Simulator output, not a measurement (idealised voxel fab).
process module | voxel gate over fins
Each square cell in cross-section cut measures 5 nm, and the section as a whole is 145 nm wide.
In what follows, cross-sections appear as grids of square cells, described through bands that run from the top down, where every band is one or more rows of cells.
For a band, the entry starts with two heights in nm, that of the top and then that of the bottom, and carries on with the band's materials in order from left to right, each alongside its width in nm; the word "all across" beside a single material means it fills the band edge to edge, and "blank" means empty space.
The reference from which all heights are counted is 0, the level beneath which the as-received wafer is entirely one material; the lowest band, having no lower bound, proceeds downward and is written after the example "0 nm and below".
The expression "30->40" gives the width at the extremes of the band, the first number at its top row of cells and the second at its bottom row, with the width changing by equal amounts from each row to the next in between.
No cell of the cross-section changed in a step that is given as "changes: none".
In "Trapped void list" the enclosed voids are listed, meaning empty spaces of 8 cells or larger without any opening to the top. The form is width x height at distance, distance from the left edge, units nm.
Anything after a step's settings on that line? It's the simulator's own note about the step.
overlay nm: mask offset rightward from planned place, masked step; negative means leftward offset.

## So here's the lineup of process steps we planned
| 1 | RECEIVE [material Si] |
| 2 | CONFORMAL_DEP [material SiN] [thk nm 10] |
| 3 | DIRECTIONAL_DEP [material aC] [thk nm 10] |
| 4 | PATTERN [tone cover] [mask id FINS] [material resist] [width nm 15] [pitch nm 35] [thk nm 30] [overlay nm 0] |
| 5 | DIRECTIONAL_ETCH [etch materials aC] [depth nm 10] |
| 6 | STRIP [etch materials resist] |
| 7 | DIRECTIONAL_ETCH [etch materials SiN] [depth nm 10] |
| 8 | DIRECTIONAL_ETCH [etch materials Si] [depth nm 40] |
| 9 | STRIP [etch materials aC] |
| 10 | OXIDIZE [depth nm 5] |
| 11 | FILL_DEP [material SiO2] [thk nm 5] |
| 12 | CMP [height nm 10] |
| 13 | SELECTIVE_ETCH [etch materials SiO2] [depth nm 25] |
| 14 | STRIP [etch materials SiN] |
| 15 | CONFORMAL_DEP [material HfO2] [thk nm 5] |
| 16 | CONFORMAL_DEP [material TiN] [thk nm 5] |
| 17 | CONFORMAL_DEP [material TiAl] [thk nm 5] |
| 18 | CONFORMAL_DEP [material TiN] [thk nm 5] |
| 19 | FILL_DEP [material W] [thk nm 15] |
| 20 | CMP [height nm 30] |
| 21 | CONFORMAL_DEP [material SiCN] [thk nm 5] |

## Cross-section, incoming material, after step 1
  0 nm and below  Si all across
  Trapped void list: none

## Final wafer profile in cross-section after the module, from the same start and plan as above, with one mistake made during processing
  35 nm to 30 nm  SiCN all across
  30 nm to 15 nm  W all across
  15 nm to 10 nm  35 of W, then 70 of TiN, then 40 of W
  10 nm to 5 nm  35 of W, then 5 of TiN, then 25 of TiAl, then 10 of TiN, then 25 of TiAl, then 5 of TiN, then 40 of W
  5 nm to 0 nm  35 of W, then 5 of TiN, then 5 of TiAl, then 15 of HfO2, then 5 of TiAl, then 10 of TiN, then 5 of TiAl, then 15 of HfO2, then 5 of TiAl, then 5 of TiN, then 40 of W
  0 nm to -5 nm  40 of TiN, then 5 of TiAl, then 5 of HfO2, then 5 of Si, then 5 of HfO2, then 5 of TiAl, then 10 of TiN, then 5 of TiAl, then 5 of HfO2, then 5 of Si, then 5 of HfO2, then 5 of TiAl, then 45 of TiN
  -5 nm to -10 nm  45 of TiAl, then 5 of HfO2, then 5 of Si, then 5 of HfO2, then 20 of TiAl, then 5 of HfO2, then 5 of Si, then 5 of HfO2, then 50 of TiAl
  -10 nm to -15 nm  50 of HfO2, then 5 of Si, then 30 of HfO2, then 5 of Si, then 55 of HfO2
  -15 nm to -45 nm  50 of SiO2, then 5 of Si, then 30 of SiO2, then 5 of Si, then 55 of SiO2
  -45 nm and below  Si all across
  Trapped void list: none
Finding, execution versus plan: step 16 from the plan never happened, it was just skipped
